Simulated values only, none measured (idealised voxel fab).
You're looking at the process module voxel ribs on slabs.
200 nm wide, 5 nm square cells: that's cross-section cut.
Think of the cross-section as a grid of square cells. We describe it in bands, top to bottom, and each band covers one or more rows of those cells.
For a band, the entry starts with two heights in nm, that of the top and then that of the bottom, and carries on with the band's materials in order from left to right, each alongside its width in nm; the word "everywhere" beside a single material means it fills the band edge to edge, and "empty" means empty space.
Ref level 0: as-received wafer is one material below here. Bottom band extends down with no lower bound ("0 -> down").
The expression "30->40" gives the width at the extremes of the band, the first number at its top row of cells and the second at its bottom row, with the width changing by equal amounts from each row to the next in between.
Reading "no modification" for a step: not a cell of the cross-section changed in it.
"Unvented internal voids" - sealed voids, min. 8 cells, no opening to top; format: width x height at distance (distance from left edge; nm throughout).
Heads up: the bit after the settings on a step's line is the simulator's remark on that step.
"overlay nm" denotes, for a step that has a mask, the displacement of the mask to the right of its planned place, with negative values corresponding to the left.

### Process steps (planned)
| 1 | RECEIVE,material Si |
| 2 | DIRECTIONAL_DEP,material SiO2,thk nm 30 |
| 3 | DIRECTIONAL_DEP,material SiN,thk nm 15 |
| 4 | PATTERN,tone cover,mask id RIB,material resist,width nm 30,thk nm 20,overlay nm 0 |
| 5 | DIRECTIONAL_ETCH,etch materials SiN,depth nm 5 |
| 6 | STRIP,etch materials resist |
| 7 | PATTERN,tone cover,mask id SLAB,material resist,width nm 70,thk nm 20,overlay nm 0 |
| 8 | DIRECTIONAL_ETCH,etch materials SiN,depth nm 10 |
| 9 | STRIP,etch materials resist |
| 10 | FILL_DEP,material SiO2,thk nm 25 |
| 11 | CMP,height nm 60 |
| 12 | DIRECTIONAL_DEP,material TiN,thk nm 5 |
| 13 | PATTERN,tone cover,mask id HEATER,material resist,width nm 40,thk nm 15,overlay nm 0 |
| 14 | DIRECTIONAL_ETCH,etch materials TiN,depth nm 5 |
| 15 | STRIP,etch materials resist |
| 16 | CONFORMAL_DEP,material SiO2,thk nm 10 |

### As-received state of the wafer in cross-section, equivalent to post-step 1
- 0 -> down  Si everywhere
- Unvented internal voids: none

### End-of-module XS, first of two wafers, run as planned
- 75 -> 70  70 nm empty | 60 nm SiO2 | 70 nm empty
- 70 -> 65  SiO2 everywhere
- 65 -> 60  80 nm SiO2 | 40 nm TiN | 80 nm SiO2
- 60 -> 45  SiO2 everywhere
- 45 -> 40  85 nm SiO2 | 30 nm SiN | 85 nm SiO2
- 40 -> 30  65 nm SiO2 | 70 nm SiN | 65 nm SiO2
- 30 -> 0  SiO2 everywhere
- 0 -> down  Si everywhere
- Unvented internal voids: none

### Wafer two, end of module, cross-section. Same start, same plan as wafer one. One mistake in the run
- 65 -> 60  80 nm empty | 40 nm TiN | 80 nm empty
- 60 -> 45  SiO2 everywhere
- 45 -> 40  85 nm SiO2 | 30 nm SiN | 85 nm SiO2
- 40 -> 30  65 nm SiO2 | 70 nm SiN | 65 nm SiO2
- 30 -> 0  SiO2 everywhere
- 0 -> down  Si everywhere
- Unvented internal voids: none
So what did we get wrong on this run? step 16 was dropped from the plan's execution and never run
Heads up, by the end the second wafer has more or fewer cells of some materials compared to the first: 84 fewer of SiO2
